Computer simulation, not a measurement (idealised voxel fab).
process module | voxel transistor to metal
cross-section cut | 260 nm wide | cells 5 nm
A cross-section is a grid of square cells, given in bands from the top down. A band is one or more rows of cells.
Each band's line starts with the height of the band's top and of its bottom, in nm. Then come its materials from left to right, each with its width in nm. One material with "throughout" fills the band from edge to edge. "air" is empty space.
Height 0 is the level under which the wafer as received is all one material. The lowest band goes on downwards, as in "0 down".
A width such as "30 to 40" changes by the same amount from each row of cells to the next, from the band's top row to its bottom row.
"no change" after a step means that no cell of the cross-section changed.
closed voids: empty space of 8 cells or more with no open way to the top, each as width x height at its distance from the left edge, in nm
after a step's settings: what the simulator itself notes on the step
overlay nm, on a step with a mask: how far to the right of its planned place the mask lay; to the left if negative
plan
1 op RECEIVE | material Si
2 op CONFORMAL_DEP | material SiO2 | thk nm 5
3 op CONFORMAL_DEP | material SiN | thk nm 10
4 op DIRECTIONAL_DEP | material aC | thk nm 10
5 op PATTERN | tone cover | mask id ACTIVE | material resist | width nm 100 | pitch nm 130 | thk nm 30 | overlay nm 0
6 op DIRECTIONAL_ETCH | etch materials aC | depth nm 10
7 op STRIP | etch materials resist
8 op DIRECTIONAL_ETCH | etch materials SiN | depth nm 10
9 op DIRECTIONAL_ETCH | etch materials SiO2 | depth nm 5
10 op DIRECTIONAL_ETCH | etch materials Si | depth nm 25
11 op STRIP | etch materials aC
12 op OXIDIZE | depth nm 5
13 op FILL_DEP | material SiO2 | thk nm 5
14 op CMP | height nm 15
15 op SELECTIVE_ETCH | etch materials SiO2 | depth nm 10
16 op STRIP | etch materials SiN
17 op SELECTIVE_ETCH | etch materials SiO2 | depth nm 5
18 op OXIDIZE | depth nm 5
19 op DIRECTIONAL_DEP | material polySi | thk nm 30
20 op DIRECTIONAL_DEP | material SiCN | thk nm 15
21 op PATTERN | tone cover | mask id GATE | material resist | width nm 15 | pitch nm 130 | thk nm 15 | overlay nm 0
22 op DIRECTIONAL_ETCH | etch materials SiCN | depth nm 25
23 op DIRECTIONAL_ETCH | etch materials polySi | depth nm 40
24 op STRIP | etch materials resist
25 op CONFORMAL_DEP | material SiO2 | thk nm 5
26 op DIRECTIONAL_ETCH | etch materials SiO2 | depth nm 5
27 op CONFORMAL_DEP | material SiN | thk nm 10
28 op DIRECTIONAL_ETCH | etch materials SiN | depth nm 10
29 op DIRECTIONAL_ETCH | etch materials SiO2 | depth nm 5
30 op DIRECTIONAL_ETCH | etch materials Si | depth nm 15
31 op EPI | material pSi | thk nm 20
32 op FILL_DEP | material SiO2 | thk nm 10
33 op CMP | height nm 45
34 op DIRECTIONAL_DEP | material SiO2 | thk nm 10
35 op PATTERN | tone open | mask id CONTACT | material resist | width nm 15 | pitch nm 65 | thk nm 15 | overlay nm 0
36 op DIRECTIONAL_ETCH | etch materials SiO2 | depth nm 40
37 op STRIP | etch materials resist
38 op CONFORMAL_DEP | material TiN | thk nm 5
39 op FILL_DEP | material Ru | thk nm 5
40 op CMP | height nm 55
41 op CONFORMAL_DEP | material SiCN | thk nm 5
42 op DIRECTIONAL_DEP | material lowk | thk nm 15
43 op DIRECTIONAL_DEP | material aC | thk nm 15
44 op PATTERN | tone open | mask id METAL_1 | material resist | width nm 15 | pitch nm 65 | thk nm 30 | overlay nm 0
45 op DIRECTIONAL_ETCH | etch materials aC | depth nm 15
46 op STRIP | etch materials resist
47 op DIRECTIONAL_ETCH | etch materials lowk | depth nm 15
48 op DIRECTIONAL_ETCH | etch materials SiCN | depth nm 5
49 op STRIP | etch materials aC
50 op CONFORMAL_DEP | material TiN | thk nm 5
51 op FILL_DEP | material W | thk nm 10
52 op CMP | height nm 75
53 op EPI | material Ru | thk nm 5
54 op FILL_DEP | material SiCN | thk nm 5
varied across the wafers: width nm of step 21. The plan shows the first wafer's value. All wafers start alike
first wafer as received, after step 1
  0 down: Si throughout
  closed voids: none
first wafer at the end, after step 54
  85 to 80: SiCN throughout
  80 to 75: SiCN 20 | Ru 25 | SiCN 40 | Ru 25 | SiCN 40 | Ru 25 | SiCN 40 | Ru 25 | SiCN 20
  75 to 60: lowk 25 | TiN 5 | W 5 | TiN 5 | lowk 50 | TiN 5 | W 5 | TiN 5 | lowk 50 | TiN 5 | W 5 | TiN 5 | lowk 50 | TiN 5 | W 5 | TiN 5 | lowk 25
  60 to 55: SiCN 25 | TiN 15 | SiCN 50 | TiN 15 | SiCN 50 | TiN 15 | SiCN 50 | TiN 15 | SiCN 25
  55 to 45: SiO2 25 | TiN 5 | Ru 5 | TiN 5 | SiO2 50 | TiN 5 | Ru 5 | TiN 5 | SiO2 50 | TiN 5 | Ru 5 | TiN 5 | SiO2 50 | TiN 5 | Ru 5 | TiN 5 | SiO2 25
  45 to 30: SiO2 25 | TiN 5 | Ru 5 | TiN 5 | SiO2 5 | SiN 10 | SiO2 5 | SiCN 15 | SiO2 5 | SiN 10 | TiN 5 | Ru 5 | TiN 5 | SiO2 50 | TiN 5 | Ru 5 | TiN 5 | SiO2 5 | SiN 10 | SiO2 5 | SiCN 15 | SiO2 5 | SiN 10 | TiN 5 | Ru 5 | TiN 5 | SiO2 25
  30 to 20: SiO2 25 | TiN 5 | Ru 5 | TiN 5 | SiO2 5 | SiN 10 | SiO2 5 | polySi 15 | SiO2 5 | SiN 10 | TiN 5 | Ru 5 | TiN 5 | SiO2 50 | TiN 5 | Ru 5 | TiN 5 | SiO2 5 | SiN 10 | SiO2 5 | polySi 15 | SiO2 5 | SiN 10 | TiN 5 | Ru 5 | TiN 5 | SiO2 25
  20 to 15: SiO2 25 | TiN 15 | SiO2 5 | SiN 10 | SiO2 5 | polySi 15 | SiO2 5 | SiN 10 | TiN 15 | SiO2 50 | TiN 15 | SiO2 5 | SiN 10 | SiO2 5 | polySi 15 | SiO2 5 | SiN 10 | TiN 15 | SiO2 25
  15 to 0: SiO2 25 | pSi 20 | SiN 10 | SiO2 5 | polySi 15 | SiO2 5 | SiN 10 | pSi 20 | SiO2 45 | pSi 20 | SiN 10 | SiO2 5 | polySi 15 | SiO2 5 | SiN 10 | pSi 20 | SiO2 20
  0 to -5: SiO2 15 | pSi 30 | SiO2 45 | pSi 25 | SiO2 30 | pSi 30 | SiO2 45 | pSi 25 | SiO2 15
  -5 to -20: SiO2 20 | pSi 25 | Si 45 | pSi 20 | SiO2 40 | pSi 25 | Si 45 | pSi 20 | SiO2 20
  -20 to -30: SiO2 20 | Si 90 | SiO2 40 | Si 90 | SiO2 20
  -30 down: Si throughout
  closed voids: none
last wafer at the end
  85 to 80: SiCN throughout
  80 to 75: SiCN 20 | Ru 25 | SiCN 40 | Ru 25 | SiCN 40 | Ru 25 | SiCN 40 | Ru 25 | SiCN 20
  75 to 60: lowk 25 | TiN 5 | W 5 | TiN 5 | lowk 50 | TiN 5 | W 5 | TiN 5 | lowk 50 | TiN 5 | W 5 | TiN 5 | lowk 50 | TiN 5 | W 5 | TiN 5 | lowk 25
  60 to 55: SiCN 25 | TiN 15 | SiCN 50 | TiN 15 | SiCN 50 | TiN 15 | SiCN 50 | TiN 15 | SiCN 25
  55 to 50: SiO2 25 | TiN 5 | Ru 5 | TiN 5 | SiO2 50 | TiN 5 | Ru 5 | TiN 5 | SiO2 50 | TiN 5 | Ru 5 | TiN 5 | SiO2 50 | TiN 5 | Ru 5 | TiN 5 | SiO2 25
  50 to 45: SiO2 25 | TiN 15 | SiO2 50 | TiN 15 | SiO2 50 | TiN 15 | SiO2 50 | TiN 15 | SiO2 25
  45 to 30: SiO2 25 | TiN 10 | SiN 10 | SiO2 5 | SiCN 35 | SiO2 5 | SiN 10 | TiN 5 | SiO2 50 | TiN 10 | SiN 10 | SiO2 5 | SiCN 35 | SiO2 5 | SiN 10 | TiN 5 | SiO2 25
  30 to 15: SiO2 25 | TiN 10 | SiN 10 | SiO2 5 | polySi 35 | SiO2 5 | SiN 10 | TiN 5 | SiO2 50 | TiN 10 | SiN 10 | SiO2 5 | polySi 35 | SiO2 5 | SiN 10 | TiN 5 | SiO2 25
  15 to 0: SiO2 15 | pSi 20 | SiN 10 | SiO2 5 | polySi 35 | SiO2 5 | SiN 10 | pSi 20 | SiO2 25 | pSi 20 | SiN 10 | SiO2 5 | polySi 35 | SiO2 5 | SiN 10 | pSi 20 | SiO2 10
  0 to -5: SiO2 15 | pSi 20 | SiO2 65 | pSi 20 | SiO2 25 | pSi 20 | SiO2 65 | pSi 20 | SiO2 10
  -5 to -20: SiO2 20 | pSi 15 | Si 65 | pSi 10 | SiO2 40 | pSi 15 | Si 65 | pSi 10 | SiO2 20
  -20 to -30: SiO2 20 | Si 90 | SiO2 40 | Si 90 | SiO2 20
  -30 down: Si throughout
  closed voids: none
each wafer at the end: cells of each material gained (+) or lost (-) since it was received, then its closed voids
width nm 15 | +48 Ru | -186 Si | +142 SiCN | +72 SiN | +412 SiO2 | +104 TiN | +12 W | +120 lowk | +124 pSi | +36 polySi | closed voids: none
width nm 20 | +48 Ru | -180 Si | +148 SiCN | +72 SiN | +396 SiO2 | +104 TiN | +12 W | +120 lowk | +116 pSi | +48 polySi | closed voids: none
width nm 25 | +36 Ru | -174 Si | +154 SiCN | +72 SiN | +392 SiO2 | +104 TiN | +12 W | +120 lowk | +108 pSi | +60 polySi | closed voids: none
width nm 30 | +24 Ru | -168 Si | +160 SiCN | +72 SiN | +388 SiO2 | +104 TiN | +12 W | +120 lowk | +100 pSi | +72 polySi | closed voids: none
width nm 35 | +24 Ru | -162 Si | +166 SiCN | +72 SiN | +382 SiO2 | +92 TiN | +12 W | +120 lowk | +94 pSi | +84 polySi | closed voids: none
